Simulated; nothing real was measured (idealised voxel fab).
process module | voxel self aligned vias
cross-section cut | 280 nm wide | cells 5 nm
A cross-section is a grid of square cells, given in bands from the top down. A band is one or more rows of cells.
Each band's line starts with the height of the band's top and of its bottom, in nm. Then come its materials from left to right, each with its width in nm. One material with "throughout" fills the band from edge to edge. "air" is empty space.
Height 0 is the level under which the wafer as received is all one material. The lowest band goes on downwards, as in "0 down".
A width such as "30 to 40" changes by the same amount from each row of cells to the next, from the band's top row to its bottom row.
"no change" after a step means that no cell of the cross-section changed.
closed voids: empty space of 8 cells or more with no open way to the top, each as width x height at its distance from the left edge, in nm
after a step's settings: what the simulator itself notes on the step
overlay nm, on a step with a mask: how far to the right of its planned place the mask lay; to the left if negative
plan
1 op RECEIVE | material Si
2 op CONFORMAL_DEP | material SiO2 | thk nm 15
3 op CONFORMAL_DEP | material SiCN | thk nm 5
4 op DIRECTIONAL_DEP | material SiO2 | thk nm 20
5 op MASKED_ETCH | tone open | mask id LINES | width nm 20 | pitch nm 45 | etch materials SiO2 | depth nm 20 | overlay nm 0
6 op CONFORMAL_DEP | material TiN | thk nm 5
7 op FILL_DEP | material W | thk nm 5
8 op CMP | height nm 30
9 op SELECTIVE_ETCH | etch materials W Ru TiN | depth nm 5
10 op FILL_DEP | material SiN | thk nm 10
11 op CMP | height nm 40
12 op DIRECTIONAL_DEP | material SiO2 | thk nm 15
13 op DIRECTIONAL_DEP | material aC | thk nm 10
14 op PATTERN | tone open | mask id VIAS | material resist | width nm 30 | pitch nm 45 | thk nm 25 | overlay nm 0
15 op DIRECTIONAL_ETCH | etch materials aC | depth nm 10
16 op STRIP | etch materials resist
17 op DIRECTIONAL_ETCH | etch materials SiO2 | depth nm 15
18 op DIRECTIONAL_ETCH | etch materials SiN | depth nm 5
19 op STRIP | etch materials aC
20 op CONFORMAL_DEP | material TiN | thk nm 5
21 op FILL_DEP | material W | thk nm 5
22 op CMP | height nm 55
23 op CONFORMAL_DEP | material SiCN | thk nm 5
varied across the wafers: height nm of step 8. The plan shows the first wafer's value. All wafers start alike
first wafer as received, after step 1
  0 down: Si throughout
  closed voids: none
each wafer at the end: cells of each material gained (+) or lost (-) since it was received, then its closed voids
height nm 30 | +112 SiCN | +106 SiN | +370 SiO2 | +48 TiN | +36 W | closed voids: none
height nm 35 | +112 SiCN | +50 SiN | +414 SiO2 | +54 TiN | +42 W | closed voids: none
height nm 40 | +112 SiCN | +458 SiO2 | +60 TiN | +42 W | closed voids: none
height nm 45 | +112 SiCN | +458 SiO2 | +60 TiN | +42 W | closed voids: none
height nm 50 | +112 SiCN | +458 SiO2 | +60 TiN | +42 W | closed voids: none
